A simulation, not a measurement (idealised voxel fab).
process module | voxel capacitor over wiring
cross-section cut | 165 nm wide | cells 5 nm
A cross-section is a grid of square cells, given in bands from the top down. A band is one or more rows of cells.
Each band's line starts with the height of the band's top and of its bottom, in nm. Then come its materials from left to right, each with its width in nm. One material with "throughout" fills the band from edge to edge. "air" is empty space.
Height 0 is the level under which the wafer as received is all one material. The lowest band goes on downwards, as in "0 down".
A width such as "30 to 40" changes by the same amount from each row of cells to the next, from the band's top row to its bottom row.
"no change" after a step means that no cell of the cross-section changed.
closed voids: empty space of 8 cells or more with no open way to the top, each as width x height at its distance from the left edge, in nm
after a step's settings: what the simulator itself notes on the step
overlay nm, on a step with a mask: how far to the right of its planned place the mask lay; to the left if negative
plan
1 op RECEIVE | material Si
2 op CONFORMAL_DEP | material SiO2 | thk nm 15
3 op CONFORMAL_DEP | material SiCN | thk nm 5
4 op DIRECTIONAL_DEP | material SiO2 | thk nm 25
5 op PATTERN | tone open | mask id METAL_1 | material resist | width nm 30 | pitch nm 95 | thk nm 15 | overlay nm 0
6 op DIRECTIONAL_ETCH | etch materials SiO2 | depth nm 25
7 op DIRECTIONAL_ETCH | etch materials SiCN | depth nm 5
8 op STRIP | etch materials resist
9 op CONFORMAL_DEP | material TiN | thk nm 5
10 op FILL_DEP | material Ru | thk nm 5
11 op CMP | height nm 45
12 op EPI | material Ru | thk nm 5
13 op FILL_DEP | material SiCN | thk nm 5
14 op DIRECTIONAL_DEP | material SiO2 | thk nm 20
15 op DIRECTIONAL_DEP | material aC | thk nm 10
16 op PATTERN | tone open | mask id PLUG_1 | material resist | width nm 15 | thk nm 25 | overlay nm 0
17 op DIRECTIONAL_ETCH | etch materials aC | depth nm 10
18 op STRIP | etch materials resist
19 op DIRECTIONAL_ETCH | etch materials SiO2 | depth nm 20
20 op DIRECTIONAL_ETCH | etch materials SiCN | depth nm 5
21 op STRIP | etch materials aC
22 op CONFORMAL_DEP | material TiN | thk nm 5
23 op FILL_DEP | material W | thk nm 5
24 op CMP | height nm 75
25 op DIRECTIONAL_DEP | material TiN | thk nm 5
26 op DIRECTIONAL_DEP | material SiN | thk nm 5
27 op DIRECTIONAL_DEP | material TiN | thk nm 10
28 op MASKED_ETCH | tone cover | mask id UPPER_PLATE | width nm 70 | etch materials TiN | depth nm 10 | overlay nm 0
29 op MASKED_ETCH | tone cover | mask id UPPER_PLATE | width nm 70 | etch materials SiN | depth nm 5 | overlay nm 0
30 op PATTERN | tone cover | mask id LOWER_PLATE | material resist | width nm 80 | thk nm 15 | overlay nm 0
31 op DIRECTIONAL_ETCH | etch materials TiN | depth nm 5
32 op STRIP | etch materials resist
33 op FILL_DEP | material SiO2 | thk nm 15
34 op CMP | height nm 105
35 op PATTERN | tone open | mask id PLUG_2 | material resist | width nm 15 | thk nm 20 | overlay nm 0
36 op DIRECTIONAL_ETCH | etch materials SiO2 | depth nm 10
37 op STRIP | etch materials resist
38 op CONFORMAL_DEP | material TiN | thk nm 5
39 op FILL_DEP | material Cu | thk nm 5
40 op CMP | height nm 105
41 op CONFORMAL_DEP | material SiCN | thk nm 5
first wafer, as planned
as received, after step 1
  0 down: Si throughout
  closed voids: none
after step 2
  15 to 0: SiO2 throughout
  below 0: unchanged
after step 3
  20 to 15: SiCN throughout
  below 15: unchanged
after step 4
  45 to 20: SiO2 throughout
  below 20: unchanged
after step 5
  60 to 45: resist 20 | air 30 | resist 65 | air 30 | resist 20
  below 45: unchanged
after step 6
  60 to 45: resist 20 | air 30 | resist 65 | air 30 | resist 20
  45 to 20: SiO2 20 | air 30 | SiO2 65 | air 30 | SiO2 20
  below 20: unchanged
after step 7
  60 to 45: resist 20 | air 30 | resist 65 | air 30 | resist 20
  45 to 20: SiO2 20 | air 30 | SiO2 65 | air 30 | SiO2 20
  20 to 15: SiCN 20 | air 30 | SiCN 65 | air 30 | SiCN 20
  below 15: unchanged
after step 8
  45 to 20: SiO2 20 | air 30 | SiO2 65 | air 30 | SiO2 20
  below 20: unchanged
after step 9
  50 to 45: TiN 25 | air 20 | TiN 75 | air 20 | TiN 25
  45 to 20: SiO2 20 | TiN 5 | air 20 | TiN 5 | SiO2 65 | TiN 5 | air 20 | TiN 5 | SiO2 20
  20 to 15: SiCN 20 | TiN 30 | SiCN 65 | TiN 30 | SiCN 20
  below 15: unchanged
after step 10
  55 to 50: Ru throughout
  50 to 45: TiN 25 | Ru 20 | TiN 75 | Ru 20 | TiN 25
  45 to 20: SiO2 20 | TiN 5 | Ru 20 | TiN 5 | SiO2 65 | TiN 5 | Ru 20 | TiN 5 | SiO2 20
  below 20: unchanged
after step 11
  45 to 20: SiO2 20 | TiN 5 | Ru 20 | TiN 5 | SiO2 65 | TiN 5 | Ru 20 | TiN 5 | SiO2 20
  below 20: unchanged
after step 12
  50 to 45: air 15 | Ru 40 | air 55 | Ru 40 | air 15
  below 45: unchanged
after step 13
  55 to 50: SiCN throughout
  50 to 45: SiCN 15 | Ru 40 | SiCN 55 | Ru 40 | SiCN 15
  below 45: unchanged
after step 14
  75 to 55: SiO2 throughout
  below 55: unchanged
after step 15
  85 to 75: aC throughout
  below 75: unchanged
after step 16
  110 to 85: resist 35 | air 15 | resist 115
  below 85: unchanged
after step 17
  100 to 85: resist 35 | air 15 | resist 115
  85 to 75: aC 35 | air 15 | aC 115
  below 75: unchanged
after step 18
  85 to 75: aC 35 | air 15 | aC 115
  below 75: unchanged
after step 19
  85 to 75: aC 35 | air 15 | aC 115
  75 to 55: SiO2 35 | air 15 | SiO2 115
  below 55: unchanged
after step 20
  85 to 75: aC 35 | air 15 | aC 115
  75 to 55: SiO2 35 | air 15 | SiO2 115
  55 to 50: SiCN 35 | air 15 | SiCN 115
  below 50: unchanged
after step 21
  75 to 55: SiO2 35 | air 15 | SiO2 115
  below 55: unchanged
after step 22
  80 to 75: TiN 40 | air 5 | TiN 120
  75 to 55: SiO2 35 | TiN 5 | air 5 | TiN 5 | SiO2 115
  55 to 50: SiCN 35 | TiN 15 | SiCN 115
  below 50: unchanged
after step 23
  85 to 80: W throughout
  80 to 75: TiN 40 | W 5 | TiN 120
  75 to 55: SiO2 35 | TiN 5 | W 5 | TiN 5 | SiO2 115
  below 55: unchanged
after step 24
  75 to 55: SiO2 35 | TiN 5 | W 5 | TiN 5 | SiO2 115
  below 55: unchanged
after step 25
  80 to 75: TiN throughout
  below 75: unchanged
after step 26
  85 to 80: SiN throughout
  below 80: unchanged
after step 27
  95 to 85: TiN throughout
  below 85: unchanged
after step 28
  95 to 85: air 35 | TiN 70 | air 60
  below 85: unchanged
after step 29
  95 to 85: air 35 | TiN 70 | air 60
  85 to 80: air 35 | SiN 70 | air 60
  below 80: unchanged
after step 30
  110 to 95: air 30 | resist 80 | air 55
  95 to 85: air 30 | resist 5 | TiN 70 | resist 5 | air 55
  85 to 80: air 30 | resist 5 | SiN 70 | resist 5 | air 55
  below 80: unchanged
after step 31
  110 to 95: air 30 | resist 80 | air 55
  95 to 85: air 30 | resist 5 | TiN 70 | resist 5 | air 55
  85 to 80: air 30 | resist 5 | SiN 70 | resist 5 | air 55
  80 to 75: air 30 | TiN 80 | air 55
  below 75: unchanged
after step 32
  95 to 85: air 35 | TiN 70 | air 60
  85 to 80: air 35 | SiN 70 | air 60
  below 80: unchanged
after step 33
  110 to 95: SiO2 throughout
  95 to 85: SiO2 35 | TiN 70 | SiO2 60
  85 to 80: SiO2 35 | SiN 70 | SiO2 60
  80 to 75: SiO2 30 | TiN 80 | SiO2 55
  below 75: unchanged
after step 34
  105 to 95: SiO2 throughout
  below 95: unchanged
after step 35
  125 to 105: resist 45 | air 15 | resist 105
  below 105: unchanged
after step 36
  125 to 105: resist 45 | air 15 | resist 105
  105 to 95: SiO2 45 | air 15 | SiO2 105
  below 95: unchanged
after step 37
  105 to 95: SiO2 45 | air 15 | SiO2 105
  below 95: unchanged
after step 38
  110 to 105: TiN 50 | air 5 | TiN 110
  105 to 100: SiO2 45 | TiN 5 | air 5 | TiN 5 | SiO2 105
  100 to 95: SiO2 45 | TiN 15 | SiO2 105
  below 95: unchanged
after step 39
  115 to 110: Cu throughout
  110 to 105: TiN 50 | Cu 5 | TiN 110
  105 to 100: SiO2 45 | TiN 5 | Cu 5 | TiN 5 | SiO2 105
  below 100: unchanged
after step 40
  105 to 100: SiO2 45 | TiN 5 | Cu 5 | TiN 5 | SiO2 105
  below 100: unchanged
after step 41
  110 to 105: SiCN throughout
  below 105: unchanged
second wafer: like start, like plan, one mistake. Through step 1 it matches the first wafer
when step 2 should have ended
  30 to 0: SiO2 throughout
  below 0: unchanged
when step 3 should have ended
  35 to 30: SiCN throughout
  below 30: unchanged
when step 4 should have ended
  60 to 35: SiO2 throughout
  below 35: unchanged
when step 5 should have ended
  75 to 60: resist 20 | air 30 | resist 65 | air 30 | resist 20
  below 60: unchanged
when step 6 should have ended
  75 to 60: resist 20 | air 30 | resist 65 | air 30 | resist 20
  60 to 35: SiO2 20 | air 30 | SiO2 65 | air 30 | SiO2 20
  below 35: unchanged
when step 7 should have ended
  75 to 60: resist 20 | air 30 | resist 65 | air 30 | resist 20
  60 to 35: SiO2 20 | air 30 | SiO2 65 | air 30 | SiO2 20
  35 to 30: SiCN 20 | air 30 | SiCN 65 | air 30 | SiCN 20
  below 30: unchanged
when step 8 should have ended
  60 to 35: SiO2 20 | air 30 | SiO2 65 | air 30 | SiO2 20
  below 35: unchanged
when step 9 should have ended
  65 to 60: TiN 25 | air 20 | TiN 75 | air 20 | TiN 25
  60 to 35: SiO2 20 | TiN 5 | air 20 | TiN 5 | SiO2 65 | TiN 5 | air 20 | TiN 5 | SiO2 20
  35 to 30: SiCN 20 | TiN 30 | SiCN 65 | TiN 30 | SiCN 20
  below 30: unchanged
when step 10 should have ended
  70 to 65: Ru throughout
  65 to 60: TiN 25 | Ru 20 | TiN 75 | Ru 20 | TiN 25
  60 to 35: SiO2 20 | TiN 5 | Ru 20 | TiN 5 | SiO2 65 | TiN 5 | Ru 20 | TiN 5 | SiO2 20
  below 35: unchanged
when step 11 should have ended
  45 to 35: SiO2 20 | TiN 5 | Ru 20 | TiN 5 | SiO2 65 | TiN 5 | Ru 20 | TiN 5 | SiO2 20
  below 35: unchanged
when step 12 should have ended
  50 to 45: air 15 | Ru 40 | air 55 | Ru 40 | air 15
  below 45: unchanged
when step 13 should have ended
  55 to 50: SiCN throughout
  50 to 45: SiCN 15 | Ru 40 | SiCN 55 | Ru 40 | SiCN 15
  below 45: unchanged
when step 14 should have ended
  75 to 55: SiO2 throughout
  below 55: unchanged
when step 15 should have ended
  85 to 75: aC throughout
  below 75: unchanged
when step 16 should have ended
  110 to 85: resist 35 | air 15 | resist 115
  below 85: unchanged
when step 17 should have ended
  100 to 85: resist 35 | air 15 | resist 115
  85 to 75: aC 35 | air 15 | aC 115
  below 75: unchanged
when step 18 should have ended
  85 to 75: aC 35 | air 15 | aC 115
  below 75: unchanged
when step 19 should have ended
  85 to 75: aC 35 | air 15 | aC 115
  75 to 55: SiO2 35 | air 15 | SiO2 115
  below 55: unchanged
when step 20 should have ended
  85 to 75: aC 35 | air 15 | aC 115
  75 to 55: SiO2 35 | air 15 | SiO2 115
  55 to 50: SiCN 35 | air 15 | SiCN 115
  below 50: unchanged
when step 21 should have ended
  75 to 55: SiO2 35 | air 15 | SiO2 115
  below 55: unchanged
when step 22 should have ended
  80 to 75: TiN 40 | air 5 | TiN 120
  75 to 55: SiO2 35 | TiN 5 | air 5 | TiN 5 | SiO2 115
  55 to 50: SiCN 35 | TiN 15 | SiCN 115
  below 50: unchanged
when step 23 should have ended
  85 to 80: W throughout
  80 to 75: TiN 40 | W 5 | TiN 120
  75 to 55: SiO2 35 | TiN 5 | W 5 | TiN 5 | SiO2 115
  below 55: unchanged
when step 24 should have ended
  75 to 55: SiO2 35 | TiN 5 | W 5 | TiN 5 | SiO2 115
  below 55: unchanged
when step 25 should have ended
  80 to 75: TiN throughout
  below 75: unchanged
when step 26 should have ended
  85 to 80: SiN throughout
  below 80: unchanged
when step 27 should have ended
  95 to 85: TiN throughout
  below 85: unchanged
when step 28 should have ended
  95 to 85: air 35 | TiN 70 | air 60
  below 85: unchanged
when step 29 should have ended
  95 to 85: air 35 | TiN 70 | air 60
  85 to 80: air 35 | SiN 70 | air 60
  below 80: unchanged
when step 30 should have ended
  110 to 95: air 30 | resist 80 | air 55
  95 to 85: air 30 | resist 5 | TiN 70 | resist 5 | air 55
  85 to 80: air 30 | resist 5 | SiN 70 | resist 5 | air 55
  below 80: unchanged
when step 31 should have ended
  110 to 95: air 30 | resist 80 | air 55
  95 to 85: air 30 | resist 5 | TiN 70 | resist 5 | air 55
  85 to 80: air 30 | resist 5 | SiN 70 | resist 5 | air 55
  80 to 75: air 30 | TiN 80 | air 55
  below 75: unchanged
when step 32 should have ended
  95 to 85: air 35 | TiN 70 | air 60
  85 to 80: air 35 | SiN 70 | air 60
  below 80: unchanged
when step 33 should have ended
  110 to 95: SiO2 throughout
  95 to 85: SiO2 35 | TiN 70 | SiO2 60
  85 to 80: SiO2 35 | SiN 70 | SiO2 60
  80 to 75: SiO2 30 | TiN 80 | SiO2 55
  below 75: unchanged
when step 34 should have ended
  105 to 95: SiO2 throughout
  below 95: unchanged
when step 35 should have ended
  125 to 105: resist 45 | air 15 | resist 105
  below 105: unchanged
when step 36 should have ended
  125 to 105: resist 45 | air 15 | resist 105
  105 to 95: SiO2 45 | air 15 | SiO2 105
  below 95: unchanged
when step 37 should have ended
  105 to 95: SiO2 45 | air 15 | SiO2 105
  below 95: unchanged
when step 38 should have ended
  110 to 105: TiN 50 | air 5 | TiN 110
  105 to 100: SiO2 45 | TiN 5 | air 5 | TiN 5 | SiO2 105
  100 to 95: SiO2 45 | TiN 15 | SiO2 105
  below 95: unchanged
when step 39 should have ended
  115 to 110: Cu throughout
  110 to 105: TiN 50 | Cu 5 | TiN 110
  105 to 100: SiO2 45 | TiN 5 | Cu 5 | TiN 5 | SiO2 105
  below 100: unchanged
when step 40 should have ended
  105 to 100: SiO2 45 | TiN 5 | Cu 5 | TiN 5 | SiO2 105
  below 100: unchanged
when step 41 should have ended
  110 to 105: SiCN throughout
  below 105: unchanged
what went wrong: step 2 was run twice
at the end the second wafer has, in cells: 24 fewer of Ru | 36 more of SiO2 | 12 fewer of TiN
